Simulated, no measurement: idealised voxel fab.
The document below concerns the process module designated voxel wiring stack.
In the cross-section labelled cut, the width is 200 nm and each square cell is 5 nm.
Bands, listed from the top down, are how a cross-section gets written in this document; the cross-section itself is a grid of square cells, and a band is one or more rows of them. Read a band's entry like this: the first values are the height of its top and the height of its bottom in nm, and what follows is the sequence of materials from left to right, each with its width in nm. Note that "air" is empty space, and that a single material marked "throughout" reaches across the band from edge to edge. Height datum 0, below which the as-received substrate wafer is one material. Lowest band open at the bottom, running downward: "z 0 and below". With a width like "30 to 40", each row of cells in the band differs from the next by the same amount, the top row carrying the first number and the bottom row the second. Key: "no modification" - step with no changed cell in the cross-section. Heads up: "Cavities, sealed" only lists the empty pockets with no open path to the top that are 8 cells or more, and it writes them as width x height at distance, distance from the left edge, in nm. Note: text after step settings on the step line = simulator remark on that step. What "overlay nm" on a step's line means: if the step has a mask, that mask lay this far to the right of its planned place, or, when the value is negative, to the left.

Here's what the planned process steps look like
- 1: RECEIVE (material Si)
- 2: CONFORMAL_DEP (material SiO2; thk nm 15)
- 3: CONFORMAL_DEP (material SiN; thk nm 5)
- 4: DIRECTIONAL_DEP (material SiO2; thk nm 15)
- 5: DIRECTIONAL_DEP (material aC; thk nm 15)
- 6: PATTERN (tone open; mask id METAL_1; material resist; width nm 25; pitch nm 55; thk nm 30; overlay nm 0)
- 7: DIRECTIONAL_ETCH (etch materials aC; depth nm 15)
- 8: STRIP (etch materials resist)
- 9: DIRECTIONAL_ETCH (etch materials SiO2; depth nm 15)
- 10: DIRECTIONAL_ETCH (etch materials SiN; depth nm 5)
- 11: STRIP (etch materials aC)
- 12: CONFORMAL_DEP (material TiN; thk nm 5)
- 13: FILL_DEP (material Cu; thk nm 5)
- 14: CMP (height nm 35)
- 15: EPI (material Ru; thk nm 5)
- 16: FILL_DEP (material SiCN; thk nm 5)
- 17: DIRECTIONAL_DEP (material lowk; thk nm 20)
- 18: DIRECTIONAL_DEP (material aC; thk nm 15)
- 19: PATTERN (tone open; mask id PLUG_1; material resist; width nm 15; pitch nm 110; thk nm 30; overlay nm 0)
- 20: DIRECTIONAL_ETCH (etch materials aC; depth nm 15)
- 21: STRIP (etch materials resist)
- 22: DIRECTIONAL_ETCH (etch materials lowk; depth nm 20)
- 23: DIRECTIONAL_ETCH (etch materials SiCN; depth nm 5)
- 24: STRIP (etch materials aC)
- 25: EPI (material Ru; thk nm 10)
- 26: EPI (material Ru; thk nm 10)
- 27: EPI (material Ru; thk nm 5)
- 28: CONFORMAL_DEP (material SiN; thk nm 5)
- 29: DIRECTIONAL_DEP (material lowk; thk nm 20)
- 30: MASKED_ETCH (tone open; mask id METAL_2; width nm 25; pitch nm 55; etch materials lowk; depth nm 20; overlay nm 0)
- 31: MASKED_ETCH (tone open; mask id METAL_2; width nm 25; pitch nm 55; etch materials SiN; depth nm 5; overlay nm 0)
- 32: CONFORMAL_DEP (material TiN; thk nm 5)
- 33: FILL_DEP (material Ru; thk nm 5)
- 34: CMP (height nm 90)
- 35: EPI (material Ru; thk nm 5)
- 36: FILL_DEP (material SiCN; thk nm 5)
- 37: DIRECTIONAL_DEP (material lowk; thk nm 30)
- 38: PATTERN (tone open; mask id METAL_3_HOLES; material resist; width nm 15; pitch nm 110; thk nm 15; overlay nm 0)
- 39: DIRECTIONAL_ETCH (etch materials lowk; depth nm 30)
- 40: STRIP (etch materials resist)
- 41: MASKED_ETCH (tone open; mask id METAL_3; width nm 25; pitch nm 55; etch materials lowk; depth nm 15; overlay nm 0)
- 42: MASKED_ETCH (tone open; mask id METAL_3; width nm 25; pitch nm 55; etch materials SiCN; depth nm 5; overlay nm 0)
- 43: CONFORMAL_DEP (material TiN; thk nm 5)
- 44: FILL_DEP (material Cu; thk nm 10)
- 45: CMP (height nm 130)
- 46: CONFORMAL_DEP (material SiCN; thk nm 5)
- 47: DIRECTIONAL_DEP (material SiO2; thk nm 20)
- 48: MASKED_ETCH (tone open; mask id PLUG_3; width nm 15; pitch nm 110; etch materials SiO2; depth nm 20; overlay nm 0)
- 49: MASKED_ETCH (tone open; mask id PLUG_3; width nm 15; pitch nm 110; etch materials SiCN; depth nm 5; overlay nm 0)
- 50: EPI (material Ru; thk nm 10)
- 51: EPI (material Ru; thk nm 10)
- 52: EPI (material Ru; thk nm 5)
- 53: CONFORMAL_DEP (material SiN; thk nm 5)
- 54: DIRECTIONAL_DEP (material SiO2; thk nm 25)
- 55: PATTERN (tone open; mask id METAL_4; material resist; width nm 25; pitch nm 55; thk nm 20; overlay nm 0)
- 56: DIRECTIONAL_ETCH (etch materials SiO2; depth nm 25)
- 57: DIRECTIONAL_ETCH (etch materials SiN; depth nm 5)
- 58: STRIP (etch materials resist)
- 59: CONFORMAL_DEP (material TiN; thk nm 5)
- 60: FILL_DEP (material Cu; thk nm 5)
- 61: CMP (height nm 185)
- 62: CONFORMAL_DEP (material SiN; thk nm 5)

Step 1 complete: cross-section of the wafer as received
    z 0 and below  Si throughout
    Cavities, sealed: none

Wafer cross-section at end of module: start and plan as shown above, one execution error
    z 190 to 185  SiN throughout
    z 185 to 160  40 SiO2  5 TiN  15 Cu  5 TiN  30 SiO2  5 TiN  15 Cu  5 TiN  30 SiO2  5 TiN  15 Cu  5 TiN  25 SiO2
    z 160 to 155  40 SiN  25 TiN  30 SiN  25 TiN  30 SiN  25 TiN  25 SiN
    z 155 to 135  30 SiO2  15 Ru  95 SiO2  15 Ru  45 SiO2
    z 135 to 130  30 SiCN  15 Ru  95 SiCN  15 Ru  45 SiCN
    z 130 to 120  30 lowk  5 TiN  15 Cu  5 TiN  30 lowk  5 TiN  15 Cu  5 TiN  30 lowk  5 TiN  15 Cu  5 TiN  35 lowk
    z 120 to 115  30 lowk  5 TiN  5 Cu  15 TiN  30 lowk  25 TiN  30 lowk  5 TiN  5 Cu  15 TiN  35 lowk
    z 115 to 100  30 lowk  5 TiN  5 Cu  5 TiN  95 lowk  5 TiN  5 Cu  5 TiN  45 lowk
    z 100 to 95  30 SiCN  15 TiN  95 SiCN  15 TiN  45 SiCN
    z 95 to 90  25 SiCN  35 Ru  20 SiCN  35 Ru  20 SiCN  35 Ru  30 SiCN
    z 90 to 70  30 lowk  5 TiN  15 Ru  5 TiN  30 lowk  5 TiN  15 Ru  5 TiN  30 lowk  5 TiN  15 Ru  5 TiN  35 lowk
    z 70 to 65  30 SiN  25 TiN  30 SiN  25 TiN  30 SiN  25 TiN  35 SiN
    z 65 to 45  30 lowk  15 Ru  95 lowk  15 Ru  45 lowk
    z 45 to 40  30 SiCN  15 Ru  95 SiCN  15 Ru  45 SiCN
    z 40 to 35  25 SiCN  35 Ru  20 SiCN  35 Ru  20 SiCN  35 Ru  30 SiCN
    z 35 to 20  30 SiO2  5 TiN  15 Cu  5 TiN  30 SiO2  5 TiN  15 Cu  5 TiN  30 SiO2  5 TiN  15 Cu  5 TiN  35 SiO2
    z 20 to 15  30 SiN  25 TiN  30 SiN  25 TiN  30 SiN  25 TiN  35 SiN
    z 15 to 0  SiO2 throughout
    z 0 and below  Si throughout
    Cavities, sealed: none
Heads up, the wafer didn't run the way we planned it: contrary to plan, step 55 was performed as PATTERN (tone open; mask id METAL_4; material resist; width nm 25; pitch nm 55; thk nm 20; overlay nm 10)
